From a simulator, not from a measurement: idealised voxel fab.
Herein follows the process module entitled voxel quadruple lines.
Shown is cross-section cut, with a width of 175 nm and square cells of size 5 nm.
A cross-section in this document is a grid of square cells, and it is written down as bands, the top band listed before the ones below it; a band is made up of one or more rows of cells.
Band entry format. Leading values: height of top, height of bottom, nm. Remainder: materials in left-to-right order, each with its width in nm. Special words: "all across" on a single material, which then fills the band edge to edge; "air", empty space.
Basically, 0 is our baseline, since under it the wafer straight out of the box is all one material. The bottom band has no lower end and keeps on going down, so it looks like "z 0 and below".
Top row gets the first number, bottom row gets the second, and each row in between changes by the same step: that is how a band width like "30 to 40" works.
Step marked "stayed the same"? Then no cell in the cross-section changed in it.
The list in "closed voids" covers empty spaces of 8 cells or more that cannot reach the top through any open way, and it gives each as width x height at distance; the distance is from the left edge, and width, height and distance are in nm.
Anything after a step's settings on that line? It's the simulator's own note about the step.
On any step carrying a mask, the "overlay nm" setting, if present on the step's line, tells how far right of its planned place the mask lay; negative values point to the left.
Process steps - plan
1,RECEIVE, material Si
2,CONFORMAL_DEP, material SiO2, thk nm 5
3,DIRECTIONAL_DEP, material W, thk nm 15
4,DIRECTIONAL_DEP, material polySi, thk nm 15
5,DIRECTIONAL_DEP, material aC, thk nm 20
6,PATTERN, tone cover, mask id MANDREL, material resist, width nm 25, thk nm 30, overlay nm 0
7,DIRECTIONAL_ETCH, etch materials aC, depth nm 20
8,STRIP, etch materials resist
9,CONFORMAL_DEP, material SiO2, thk nm 15
10,DIRECTIONAL_ETCH, etch materials SiO2, depth nm 15
11,STRIP, etch materials aC
12,DIRECTIONAL_ETCH, etch materials polySi, depth nm 15
13,STRIP, etch materials SiO2
14,CONFORMAL_DEP, material SiCN, thk nm 5
15,DIRECTIONAL_ETCH, etch materials SiCN, depth nm 5
16,STRIP, etch materials polySi
17,DIRECTIONAL_ETCH, etch materials W, depth nm 15
18,STRIP, etch materials SiCN
19,FILL_DEP, material SiO2, thk nm 5
20,CMP, height nm 10
Split variable: height nm, step 20. Plan value = first wafer. Wafers start alike.
Cut through the first of several wafers as received, post step 1
    z 0 and below  Si all across
    closed voids: none
Tabulated below, wafer by wafer, are the end-of-module results: for each material, the number of cells gained (+) or lost (-) relative to the as-received state, followed by the closed voids
height nm 10, +66 SiO2, +4 W, closed voids: none
height nm 15, +97 SiO2, +8 W, closed voids: none
height nm 20, +128 SiO2, +12 W, closed voids: none
height nm 25, +163 SiO2, +12 W, closed voids: none
